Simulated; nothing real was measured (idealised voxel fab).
process module | voxel trench capacitor
cross-section cut | 285 nm wide | cells 5 nm
A cross-section is a grid of square cells, given in bands from the top down. A band is one or more rows of cells.
Each band's line starts with the height of the band's top and of its bottom, in nm. Then come its materials from left to right, each with its width in nm. One material with "throughout" fills the band from edge to edge. "air" is empty space.
Height 0 is the level under which the wafer as received is all one material. The lowest band goes on downwards, as in "0 down".
A width such as "30 to 40" changes by the same amount from each row of cells to the next, from the band's top row to its bottom row.
"no change" after a step means that no cell of the cross-section changed.
closed voids: empty space of 8 cells or more with no open way to the top, each as width x height at its distance from the left edge, in nm
after a step's settings: what the simulator itself notes on the step
overlay nm, on a step with a mask: how far to the right of its planned place the mask lay; to the left if negative
plan
1 op RECEIVE | material Si
2 op CONFORMAL_DEP | material SiN | thk nm 5
3 op MASKED_ETCH | tone open | mask id TRENCH | width nm 30 | pitch nm 50 | etch materials SiN | depth nm 5 | overlay nm 0
4 op MASKED_ETCH | tone open | mask id TRENCH | width nm 30 | pitch nm 50 | etch materials Si | depth nm 25 | overlay nm 0
5 op CONFORMAL_DEP | material HfO2 | thk nm 5
6 op CONFORMAL_DEP | material TiN | thk nm 5
7 op FILL_DEP | material W | thk nm 5
8 op CMP | height nm 5
first wafer, as planned
as received, after step 1
  0 down: Si throughout
  closed voids: none
after step 2
  5 to 0: SiN throughout
  below 0: unchanged
after step 3
  5 to 0: SiN 100 | air 30 | SiN 20 | air 30 | SiN 105
  below 0: unchanged
after step 4
  5 to 0: SiN 100 | air 30 | SiN 20 | air 30 | SiN 105
  0 to -25: Si 100 | air 30 | Si 20 | air 30 | Si 105
  below -25: unchanged
after step 5
  10 to 5: HfO2 105 | air 20 | HfO2 30 | air 20 | HfO2 110
  5 to 0: SiN 100 | HfO2 5 | air 20 | HfO2 5 | SiN 20 | HfO2 5 | air 20 | HfO2 5 | SiN 105
  0 to -20: Si 100 | HfO2 5 | air 20 | HfO2 5 | Si 20 | HfO2 5 | air 20 | HfO2 5 | Si 105
  -20 to -25: Si 100 | HfO2 30 | Si 20 | HfO2 30 | Si 105
  below -25: unchanged
after step 6
  15 to 10: TiN 110 | air 10 | TiN 40 | air 10 | TiN 115
  10 to 5: HfO2 105 | TiN 5 | air 10 | TiN 5 | HfO2 30 | TiN 5 | air 10 | TiN 5 | HfO2 110
  5 to 0: SiN 100 | HfO2 5 | TiN 5 | air 10 | TiN 5 | HfO2 5 | SiN 20 | HfO2 5 | TiN 5 | air 10 | TiN 5 | HfO2 5 | SiN 105
  0 to -15: Si 100 | HfO2 5 | TiN 5 | air 10 | TiN 5 | HfO2 5 | Si 20 | HfO2 5 | TiN 5 | air 10 | TiN 5 | HfO2 5 | Si 105
  -15 to -20: Si 100 | HfO2 5 | TiN 20 | HfO2 5 | Si 20 | HfO2 5 | TiN 20 | HfO2 5 | Si 105
  below -20: unchanged
after step 7
  20 to 15: W throughout
  15 to 10: TiN 110 | W 10 | TiN 40 | W 10 | TiN 115
  10 to 5: HfO2 105 | TiN 5 | W 10 | TiN 5 | HfO2 30 | TiN 5 | W 10 | TiN 5 | HfO2 110
  5 to 0: SiN 100 | HfO2 5 | TiN 5 | W 10 | TiN 5 | HfO2 5 | SiN 20 | HfO2 5 | TiN 5 | W 10 | TiN 5 | HfO2 5 | SiN 105
  0 to -15: Si 100 | HfO2 5 | TiN 5 | W 10 | TiN 5 | HfO2 5 | Si 20 | HfO2 5 | TiN 5 | W 10 | TiN 5 | HfO2 5 | Si 105
  below -15: unchanged
after step 8
  5 to 0: SiN 100 | HfO2 5 | TiN 5 | W 10 | TiN 5 | HfO2 5 | SiN 20 | HfO2 5 | TiN 5 | W 10 | TiN 5 | HfO2 5 | SiN 105
  below 0: unchanged
second wafer: like start, like plan, one mistake. Through step 2 it matches the first wafer
when step 3 should have ended
  5 to 0: SiN 110 | air 30 | SiN 20 | air 30 | SiN 95
  below 0: unchanged
when step 4 should have ended
  5 to 0: SiN 110 | air 30 | SiN 20 | air 30 | SiN 95
  0 to -25: Si 110 | air 20 | Si 30 | air 20 | Si 105
  below -25: unchanged
when step 5 should have ended
  10 to 5: HfO2 115 | air 20 | HfO2 30 | air 20 | HfO2 100
  5 to 0: SiN 110 | HfO2 5 | air 10 | HfO2 15 | SiN 20 | HfO2 5 | air 10 | HfO2 15 | SiN 95
  0 to -20: Si 110 | HfO2 5 | air 10 | HfO2 5 | Si 30 | HfO2 5 | air 10 | HfO2 5 | Si 105
  -20 to -25: Si 110 | HfO2 20 | Si 30 | HfO2 20 | Si 105
  below -25: unchanged
when step 6 should have ended
  15 to 10: TiN 120 | air 10 | TiN 40 | air 10 | TiN 105
  10 to 5: HfO2 115 | TiN 20 | HfO2 30 | TiN 20 | HfO2 100
  5 to 0: SiN 110 | HfO2 5 | TiN 10 | HfO2 15 | SiN 20 | HfO2 5 | TiN 10 | HfO2 15 | SiN 95
  0 to -20: Si 110 | HfO2 5 | TiN 10 | HfO2 5 | Si 30 | HfO2 5 | TiN 10 | HfO2 5 | Si 105
  below -20: unchanged
when step 7 should have ended
  20 to 15: W throughout
  15 to 10: TiN 120 | W 10 | TiN 40 | W 10 | TiN 105
  below 10: unchanged
when step 8 should have ended
  5 to 0: SiN 110 | HfO2 5 | TiN 10 | HfO2 15 | SiN 20 | HfO2 5 | TiN 10 | HfO2 15 | SiN 95
  below 0: unchanged
what went wrong: step 3 ran as: op MASKED_ETCH | tone open | mask id TRENCH | width nm 30 | pitch nm 50 | etch materials SiN | depth nm 5 | overlay nm 10
at the end the second wafer has, in cells: 20 more of Si | 4 fewer of TiN | 16 fewer of W
